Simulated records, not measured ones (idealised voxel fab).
The process module presented herein is designated voxel self aligned contacts.
The cross-section shown here is cut; it is 170 nm wide and divided into square cells measuring 5 nm on a side.
A cross-section in this document is a grid of square cells, and it is written down as bands, the top band listed before the ones below it; a band is made up of one or more rows of cells.
Quick guide to a band line: top height, bottom height (nm) up front; then every material left to right with its width in nm. Only one material and it's marked "everywhere"? Then it fills the band edge to edge. And "blank" just means empty space.
The level at which height equals 0 is the one under which the wafer, as it arrives, is entirely one material. No lower edge exists for the bottom band, which continues downward and is notated as in "from 0 down".
Top row gets the first number, bottom row gets the second, and each row in between changes by the same step: that is how a band width like "30->40" works.
"no change" for a step: no cell of the cross-section changed in that step.
So "Closed void entries" is basically the list of trapped voids: any empty space of 8 cells or more that can't reach the top through an opening. They're written width x height at distance, the distance being from the left edge, and it's all nm.
Where a step's line continues beyond its settings, the continuation is a remark by the simulator itself on that step.
overlay nm: how far to the right of its planned place the mask lay on this masked step (negative: to the left).

-- plan
| 1 | RECEIVE,material Si |
| 2 | OXIDIZE,depth nm 5 |
| 3 | DIRECTIONAL_DEP,material polySi,thk nm 30 |
| 4 | DIRECTIONAL_DEP,material SiN,thk nm 25 |
| 5 | DIRECTIONAL_DEP,material aC,thk nm 15 |
| 6 | PATTERN,tone cover,mask id GATE,material resist,width nm 30,pitch nm 75,thk nm 35,overlay nm 0 |
| 7 | DIRECTIONAL_ETCH,etch materials aC,depth nm 15 |
| 8 | STRIP,etch materials resist |
| 9 | DIRECTIONAL_ETCH,etch materials SiN,depth nm 25 |
| 10 | DIRECTIONAL_ETCH,etch materials polySi,depth nm 30 |
| 11 | STRIP,etch materials aC |
| 12 | CONFORMAL_DEP,material SiN,thk nm 10 |
| 13 | DIRECTIONAL_ETCH,etch materials SiN,depth nm 10 |
| 14 | FILL_DEP,material SiO2,thk nm 15 |
| 15 | CMP,height nm 60 |
| 16 | MASKED_ETCH,tone open,mask id CONTACT,width nm 55,etch materials SiO2,depth nm 65,overlay nm 0 |
| 17 | CONFORMAL_DEP,material TiN,thk nm 5 |
| 18 | FILL_DEP,material W,thk nm 5 |
| 19 | CMP,height nm 60 |
| 20 | CONFORMAL_DEP,material SiN,thk nm 5 |

-- Cross-section of the wafer upon arrival, representing the state reached after step 1
    from 0 down | Si everywhere
    Closed void entries: none

-- The first of two wafers, cross-sectioned at the end of the module, with the run proceeding as planned
    from 65 to 60 | SiN everywhere
    from 60 to 55 | 55 SiO2, 20 TiN, 15 W, 20 TiN, 60 SiO2
    from 55 to 30 | 20 SiO2, 50 SiN, 5 TiN, 15 W, 5 TiN, 50 SiN, 25 SiO2
    from 30 to 0 | 20 SiO2, 10 SiN, 30 polySi, 10 SiN, 5 TiN, 15 W, 5 TiN, 10 SiN, 30 polySi, 10 SiN, 25 SiO2
    from 0 to -5 | 70 SiO2, 25 TiN, 75 SiO2
    from -5 down | Si everywhere
    Closed void entries: none

-- Wafer two cross-section, module end. Start and plan unchanged from wafer one; one mistake made during the run
    from 65 to 60 | SiN everywhere
    from 60 to 55 | 15 W, 40 TiN, 55 SiO2, 40 TiN, 20 W
    from 55 to 30 | 15 W, 5 TiN, 50 SiN, 25 SiO2, 50 SiN, 5 TiN, 20 W
    from 30 to 0 | 15 W, 5 TiN, 10 SiN, 30 polySi, 10 SiN, 25 SiO2, 10 SiN, 30 polySi, 10 SiN, 5 TiN, 20 W
    from 0 to -5 | 20 TiN, 125 SiO2, 25 TiN
    from -5 down | Si everywhere
    Closed void entries: none
In executing the process, a mistake was made relative to the plan: it should be noted that step 16 was executed with settings other than those planned, the operation and settings actually applied being MASKED_ETCH,tone cover,mask id CONTACT,width nm 55,etch materials SiO2,depth nm 65,overlay nm 0
Heads up, by the end the second wafer has more or fewer cells of some materials compared to the first: 60 fewer of SiO2, 12 more of TiN, 48 more of W
